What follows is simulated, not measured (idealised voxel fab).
Process module heading - voxel wiring stack
The figure presents cross-section cut, which has a width of 240 nm and is divided into square cells with an edge length of 5 nm.
Each cross-section below is a grid of square cells, stated as bands in top-down order, with one or more rows of cells making up each band. The entry gives the band's vertical extent as a top height and a bottom height in nm, then its horizontal make-up as materials from left to right, each with a width in nm. "blank" stands for empty space; a single material marked "edge to edge" fills the band edge to edge. Counting heights begins at 0, where everything beneath is, in the wafer as received, one material. The lowest band has no bottom; it goes on downwards, as "from 0 down" shows. A two-number width, for instance "30 to 40", indicates that the width is equal to the first number in the top row of the band and to the second number in the bottom row, and that it changes by a constant amount per row of cells. No cell of the cross-section changed in a step that is given as "left unchanged". This entry, "Enclosed cavities", enumerates those empty regions of no fewer than 8 cells that possess no open connection to the top. Each region is reported in the form width x height at distance, the distance being taken from the left edge, with all three quantities expressed in nm. Text after the settings on a step's line: the simulator's own remark on that step. What "overlay nm" on a step's line means: if the step has a mask, that mask lay this far to the right of its planned place, or, when the value is negative, to the left.

The following list gives the planned process steps:
1. RECEIVE,material Si
2. CONFORMAL_DEP,material SiO2,thk nm 15
3. DIRECTIONAL_DEP,material TiN,thk nm 5
4. DIRECTIONAL_DEP,material W,thk nm 20
5. PATTERN,tone cover,mask id METAL_1,material resist,width nm 25,pitch nm 45,thk nm 15,overlay nm 0
6. DIRECTIONAL_ETCH,etch materials W,depth nm 20
7. DIRECTIONAL_ETCH,etch materials TiN,depth nm 5
8. STRIP,etch materials resist
9. FILL_DEP,material SiO2,thk nm 10
10. CMP,height nm 40
11. CONFORMAL_DEP,material SiCN,thk nm 5
12. DIRECTIONAL_DEP,material SiO2,thk nm 25
13. MASKED_ETCH,tone open,mask id METAL_2_HOLES,width nm 15,pitch nm 90,etch materials SiO2,depth nm 25,overlay nm 0
14. PATTERN,tone open,mask id METAL_2,material resist,width nm 25,pitch nm 45,thk nm 15,overlay nm 0
15. DIRECTIONAL_ETCH,etch materials SiO2,depth nm 15
16. DIRECTIONAL_ETCH,etch materials SiCN,depth nm 5
17. STRIP,etch materials resist
18. CONFORMAL_DEP,material TiN,thk nm 5
19. FILL_DEP,material Cu,thk nm 10
20. CMP,height nm 70
21. CONFORMAL_DEP,material SiCN,thk nm 5
22. DIRECTIONAL_DEP,material SiO2,thk nm 35
23. DIRECTIONAL_DEP,material aC,thk nm 15
24. PATTERN,tone open,mask id METAL_3,material resist,width nm 25,pitch nm 45,thk nm 35,overlay nm 0
25. DIRECTIONAL_ETCH,etch materials aC,depth nm 15
26. STRIP,etch materials resist
27. DIRECTIONAL_ETCH,etch materials SiO2,depth nm 20
28. STRIP,etch materials aC
29. PATTERN,tone open,mask id METAL_3_HOLES,material resist,width nm 15,pitch nm 90,thk nm 20,overlay nm 0
30. DIRECTIONAL_ETCH,etch materials SiO2,depth nm 15
31. DIRECTIONAL_ETCH,etch materials SiCN,depth nm 5
32. STRIP,etch materials resist
33. CONFORMAL_DEP,material TiN,thk nm 5
34. FILL_DEP,material Ru,thk nm 10
35. CMP,height nm 110
36. CONFORMAL_DEP,material SiCN,thk nm 5
37. DIRECTIONAL_DEP,material SiO2,thk nm 25
38. DIRECTIONAL_DEP,material aC,thk nm 15
39. PATTERN,tone open,mask id METAL_4,material resist,width nm 25,pitch nm 45,thk nm 30,overlay nm 0
40. DIRECTIONAL_ETCH,etch materials aC,depth nm 15
41. STRIP,etch materials resist
42. DIRECTIONAL_ETCH,etch materials SiO2,depth nm 15
43. STRIP,etch materials aC
44. PATTERN,tone open,mask id METAL_4_HOLES,material resist,width nm 15,pitch nm 90,thk nm 20,overlay nm 0
45. DIRECTIONAL_ETCH,etch materials SiO2,depth nm 10
46. DIRECTIONAL_ETCH,etch materials SiCN,depth nm 5
47. STRIP,etch materials resist
48. CONFORMAL_DEP,material TiN,thk nm 5
49. FILL_DEP,material Cu,thk nm 10
50. CMP,height nm 140
51. CONFORMAL_DEP,material SiN,thk nm 5

Incoming wafer, cross-sectional view, post step 1:
- from 0 down | Si edge to edge
- Enclosed cavities: none

The plan above was carried out on the starting structure above with one mistake, and this cross-section shows the wafer at the end of the module:
- from 145 to 140 | SiN edge to edge
- from 140 to 130 | SiO2 (60); TiN (5); Cu (15); TiN (5); SiO2 (20); TiN (5); Cu (15); TiN (5); SiO2 (20); TiN (5); Cu (15); TiN (5); SiO2 (65)
- from 130 to 125 | SiO2 (60); TiN (5); Cu (5); TiN (15); SiO2 (20); TiN (25); SiO2 (20); TiN (5); Cu (5); TiN (15); SiO2 (65)
- from 125 to 115 | SiO2 (60); TiN (5); Cu (5); TiN (5); SiO2 (75); TiN (5); Cu (5); TiN (5); SiO2 (75)
- from 115 to 110 | SiCN (60); TiN (15); SiCN (75); TiN (15); SiCN (75)
- from 110 to 95 | SiO2 (60); TiN (5); Ru (15); TiN (5); SiO2 (20); TiN (5); Ru (15); TiN (5); SiO2 (20); TiN (5); Ru (15); TiN (5); SiO2 (65)
- from 95 to 90 | SiO2 (60); TiN (5); Ru (5); TiN (15); SiO2 (20); TiN (25); SiO2 (20); TiN (5); Ru (5); TiN (15); SiO2 (65)
- from 90 to 75 | SiO2 (60); TiN (5); Ru (5); TiN (5); SiO2 (75); TiN (5); Ru (5); TiN (5); SiO2 (75)
- from 75 to 70 | SiCN (60); TiN (15); SiCN (75); TiN (15); SiCN (75)
- from 70 to 65 | SiO2 (60); TiN (5); Cu (15); TiN (5); SiO2 (20); TiN (5); Cu (15); TiN (5); SiO2 (20); TiN (5); Cu (15); TiN (5); SiO2 (65)
- from 65 to 60 | SiO2 (60); TiN (5); Cu (5); TiN (15); SiO2 (20); TiN (25); SiO2 (20); TiN (5); Cu (5); TiN (15); SiO2 (65)
- from 60 to 50 | SiO2 (60); TiN (5); Cu (5); TiN (5); SiO2 (75); TiN (5); Cu (5); TiN (5); SiO2 (75)
- from 50 to 45 | SiCN (60); TiN (15); SiCN (75); TiN (15); SiCN (75)
- from 45 to 40 | SiO2 edge to edge
- from 40 to 20 | SiO2 (60); W (25); SiO2 (20); W (25); SiO2 (20); W (25); SiO2 (65)
- from 20 to 15 | SiO2 (60); TiN (25); SiO2 (20); TiN (25); SiO2 (20); TiN (25); SiO2 (65)
- from 15 to 0 | SiO2 edge to edge
- from 0 down | Si edge to edge
- Enclosed cavities: none
The plan and the run diverged here: step 10 was processed under conditions differing from the plan, specifically as CMP,height nm 45
